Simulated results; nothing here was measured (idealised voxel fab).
Process module, titled voxel released beams
Section shown: cut. Width: 285 nm. Cell size: 5 nm, square.
Reading order for cross-sections: top band down to bottom band. Underlying form: a grid of square cells. Band size: one or more rows of cells. This entry defines a band. It first specifies the height of the band's top and the height of its bottom in nm, and then specifies the band's materials from left to right, stating each material with its width in nm. The word "throughout" identifies a single material that fills the band from edge to edge, while the word "air" identifies empty space. All heights in this document are referenced to 0, defined as the level beneath which the wafer, as received, consists entirely of one material. The lowest band is not bounded below; it extends indefinitely downward and is written in the form "z 0 and below". Note: "30..40" means the width goes from the first number (top row of the band) to the second number (bottom row) in equal steps per row of cells. You'll sometimes find "nothing changed" written for a step, and that's the way of saying that nowhere in the cross-section did a cell change during that step. Enclosed voids (no open way to top), threshold 8 cells or more, entry "closed voids", notation width x height at distance, distance from left edge, nm. On each step's line, the part that comes after the settings is the simulator's own comment on the step. overlay nm: mask offset rightward from planned place, masked step; negative means leftward offset.

[The process steps that were planned are listed below]
1: RECEIVE with material Si
2: CONFORMAL_DEP with material Al2O3, thk nm 5
3: DIRECTIONAL_DEP with material SiO2, thk nm 20
4: PATTERN with tone open, mask id ANCHOR, material resist, width nm 35, thk nm 15, overlay nm 0
5: DIRECTIONAL_ETCH with etch materials SiO2, depth nm 20
6: STRIP with etch materials resist
7: CONFORMAL_DEP with material W, thk nm 15
8: MASKED_ETCH with tone cover, mask id BEAM, width nm 95, etch materials W, depth nm 15, overlay nm -15
9: STRIP with etch materials SiO2
Every wafer here starts from the same state; it is the step 8 overlay nm that distinguishes them, and the value the plan gives belongs to the first wafer.

[So this is the first of several wafers, cross-sectioned as it came to us, meaning it's at the end of step 1]
    z 0 and below | Si throughout
    closed voids: none

[Module finished, last step 9 done: cross-section of the first of several wafers]
    z 40 to 25 | air 75 / W 35 / air 5 / W 55 / air 115
    z 25 to 20 | air 95 / W 15 / air 5 / W 15 / air 155
    z 20 to 5 | air 95 / W 35 / air 155
    z 5 to 0 | Al2O3 throughout
    z 0 and below | Si throughout
    closed voids: none

[Cross-sectional depiction of the last of several wafers upon completion of the module]
    z 40 to 25 | air 105 / W 5 / air 5 / W 85 / air 85
    z 25 to 20 | air 95 / W 15 / air 5 / W 15 / air 155
    z 20 to 5 | air 95 / W 35 / air 155
    z 5 to 0 | Al2O3 throughout
    z 0 and below | Si throughout
    closed voids: none

[The table below has one row for each wafer; a row shows, as of the end of the module, how many cells of each material the wafer has gained, marked (+), or lost, marked (-), since it was received, and then the wafer's closed voids]
overlay nm -15; +57 Al2O3; +81 W; closed voids: none
overlay nm -10; +57 Al2O3; +81 W; closed voids: none
overlay nm -5; +57 Al2O3; +81 W; closed voids: none
overlay nm 0; +57 Al2O3; +81 W; closed voids: none
overlay nm 5; +57 Al2O3; +81 W; closed voids: none
overlay nm 10; +57 Al2O3; +81 W; closed voids: none
overlay nm 15; +57 Al2O3; +81 W; closed voids: none
